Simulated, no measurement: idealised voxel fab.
The following is a process module called voxel gate over fins.
Cross-sectional view cut (width: 190 nm; square cell size: 5 nm).
Throughout this document, each cross-section is represented as a grid of square cells and is presented as a sequence of bands enumerated from the top downward, where a band comprises one or more rows of cells.
This entry defines a band. It first specifies the height of the band's top and the height of its bottom in nm, and then specifies the band's materials from left to right, stating each material with its width in nm. The word "everywhere" identifies a single material that fills the band from edge to edge, while the word "empty" identifies empty space.
All heights in this document are referenced to 0, defined as the level beneath which the wafer, as received, consists entirely of one material. The lowest band is not bounded below; it extends indefinitely downward and is written in the form "0 down".
When a width is written as two numbers, as in "30..40", the first number is the width in the top row of cells of the band and the second is the width in its bottom row, and the width changes by the same amount from each row to the next.
"no change" for a step: no cell of the cross-section changed in that step.
In "Fully enclosed voids" the enclosed voids are listed, meaning empty spaces of 8 cells or larger without any opening to the top. The form is width x height at distance, distance from the left edge, units nm.
On each step's line, the part that comes after the settings is the simulator's own comment on the step.
overlay nm, on a step with a mask: how far to the right of its planned place the mask lay; to the left if negative
Process steps - plan:
1) RECEIVE [material Si]
2) CONFORMAL_DEP [material SiN] [thk nm 10]
3) PATTERN [tone cover] [mask id FINS] [material resist] [width nm 15] [pitch nm 50] [thk nm 20] [overlay nm -15]
4) DIRECTIONAL_ETCH [etch materials SiN] [depth nm 10]
5) DIRECTIONAL_ETCH [etch materials Si] [depth nm 30]
6) STRIP [etch materials resist]
7) FILL_DEP [material SiO2] [thk nm 5]
8) CMP [height nm 10]
9) PATTERN [tone open] [mask id RAIL] [material resist] [width nm 15] [thk nm 15] [overlay nm 0]
10) DIRECTIONAL_ETCH [etch materials SiO2] [depth nm 35]
11) STRIP [etch materials resist]
12) CONFORMAL_DEP [material TiN] [thk nm 5]
13) FILL_DEP [material Ru] [thk nm 5]
14) CMP [height nm 10]
15) SELECTIVE_ETCH [etch materials W Ru TiN] [depth nm 25]
16) FILL_DEP [material SiO2] [thk nm 5]
17) CMP [height nm 10]
18) SELECTIVE_ETCH [etch materials SiO2] [depth nm 20]
19) STRIP [etch materials SiN]
20) CONFORMAL_DEP [material HfO2] [thk nm 5]
21) CONFORMAL_DEP [material TiN] [thk nm 5]
22) FILL_DEP [material W] [thk nm 10]
23) CMP [height nm 15]
24) CONFORMAL_DEP [material SiCN] [thk nm 10]
Split variable: overlay nm, step 3. Plan value = first wafer. Wafers start alike.
After step 1, as received: first of several wafers, cross-section:
> 0 down: Si everywhere
> Fully enclosed voids: none
The figure below presents a cross-section of the first of several wafers at the conclusion of the module, following its last step, step 24:
> 25 to 15: SiCN everywhere
> 15 to 10: W everywhere
> 10 to 5: 35 W  35 TiN  15 W  35 TiN  70 W
> 5 to 0: 35 W  5 TiN  25 HfO2  5 TiN  15 W  5 TiN  25 HfO2  5 TiN  70 W
> 0 to -5: 40 TiN  5 HfO2  15 Si  5 HfO2  25 TiN  5 HfO2  15 Si  5 HfO2  75 TiN
> -5 to -10: 45 HfO2  15 Si  35 HfO2  15 Si  80 HfO2
> -10 to -15: 45 SiO2  15 Si  35 SiO2  15 Si  80 SiO2
> -15 to -25: 45 SiO2  15 Si  25 SiO2  10 TiN  15 Si  80 SiO2
> -25 to -30: 45 SiO2  15 Si  35 SiO2  15 Si  80 SiO2
> -30 down: Si everywhere
> Fully enclosed voids: none
Last wafer of the set, cross-sectioned at end of module:
> 25 to 15: SiCN everywhere
> 15 to 10: W everywhere
> 10 to 5: 65 W  35 TiN  15 W  35 TiN  40 W
> 5 to 0: 65 W  5 TiN  25 HfO2  5 TiN  15 W  5 TiN  25 HfO2  5 TiN  40 W
> 0 to -5: 70 TiN  5 HfO2  15 Si  5 HfO2  25 TiN  5 HfO2  15 Si  5 HfO2  45 TiN
> -5 to -10: 75 HfO2  15 Si  35 HfO2  15 Si  50 HfO2
> -10 to -15: 75 SiO2  15 Si  35 SiO2  15 Si  50 SiO2
> -15 to -25: 75 SiO2  15 Si  10 TiN  25 SiO2  15 Si  50 SiO2
> -25 to -30: 75 SiO2  15 Si  35 SiO2  15 Si  50 SiO2
> -30 down: Si everywhere
> Fully enclosed voids: none
Tabulated below, wafer by wafer, are the end-of-module results: for each material, the number of cells gained (+) or lost (-) relative to the as-received state, followed by the closed voids:
overlay nm -15 | +46 HfO2 | -192 Si | +76 SiCN | +124 SiO2 | +50 TiN | +86 W | Fully enclosed voids: none
overlay nm -10 | +46 HfO2 | +1 Ru | -192 Si | +76 SiCN | +122 SiO2 | +51 TiN | +86 W | Fully enclosed voids: none
overlay nm -5 | +46 HfO2 | +1 Ru | -192 Si | +76 SiCN | +122 SiO2 | +51 TiN | +86 W | Fully enclosed voids: none
overlay nm 0 | +46 HfO2 | +1 Ru | -192 Si | +76 SiCN | +122 SiO2 | +51 TiN | +86 W | Fully enclosed voids: none
overlay nm 5 | +46 HfO2 | +1 Ru | -192 Si | +76 SiCN | +122 SiO2 | +51 TiN | +86 W | Fully enclosed voids: none
overlay nm 10 | +46 HfO2 | +1 Ru | -192 Si | +76 SiCN | +122 SiO2 | +51 TiN | +86 W | Fully enclosed voids: none
overlay nm 15 | +46 HfO2 | -192 Si | +76 SiCN | +124 SiO2 | +50 TiN | +86 W | Fully enclosed voids: none
